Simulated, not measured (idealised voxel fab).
Process module heading - voxel spacer lines
Square cell edge 5 nm, section width 165 nm, ID cut.
For the purposes of this document, a cross-section shall be understood as a grid of square cells, specified as bands listed in top-to-bottom order, each band consisting of one or more rows of cells.
Top height, bottom height, nm. Materials left to right, width each, nm. Single material + "everywhere" = fills band edge to edge. "empty" = empty.
It should be noted that heights are counted from 0, beneath which the wafer as supplied is of one material throughout, and that the lowest band possesses no lower boundary but continues downward, as written in "0..down".
Per-row width for "30 to 40": begins at first number (top row of band), ends at second number (bottom row), increment between rows held constant.
What does "remained the same" mean for a step? It means no cell of the cross-section changed in that step.
Empty spaces counting at least 8 cells and having no open way to the top are listed in "Sealed void listing". The notation width x height at distance is used for each, the distance being from the left edge and all three values in nm.
The remark found on a step's line after its settings is issued by the simulator itself and pertains to that step.
When a step includes a mask, the "overlay nm" setting on its line states how far to the right of its planned place that mask lay, and negative values state how far to the left.

Set out below are the planned steps of the process
1 RECEIVE | material Si
2 CONFORMAL_DEP | material Al2O3 | thk nm 5
3 DIRECTIONAL_DEP | material polySi | thk nm 15
4 DIRECTIONAL_DEP | material aC | thk nm 25
5 PATTERN | tone cover | mask id MANDREL | material resist | width nm 20 | pitch nm 60 | thk nm 30 | overlay nm 0
6 DIRECTIONAL_ETCH | etch materials aC | depth nm 25
7 STRIP | etch materials resist
8 CONFORMAL_DEP | material SiO2 | thk nm 10
9 DIRECTIONAL_ETCH | etch materials SiO2 | depth nm 10
10 STRIP | etch materials aC
11 DIRECTIONAL_ETCH | etch materials polySi | depth nm 15
12 STRIP | etch materials SiO2

As-received state of the wafer in cross-section, equivalent to post-step 1
0..down: Si everywhere
Sealed void listing: none

Starting structure and process plan are as shown above, but one mistake was made in running the module; the wafer cross-section at the end of the module follows
20..15: Al2O3 everywhere
15..0: polySi everywhere
0..down: Si everywhere
Sealed void listing: none
Where did the run depart from the plan? steps 2 and 3 of the plan were each performed in the slot designated for the other
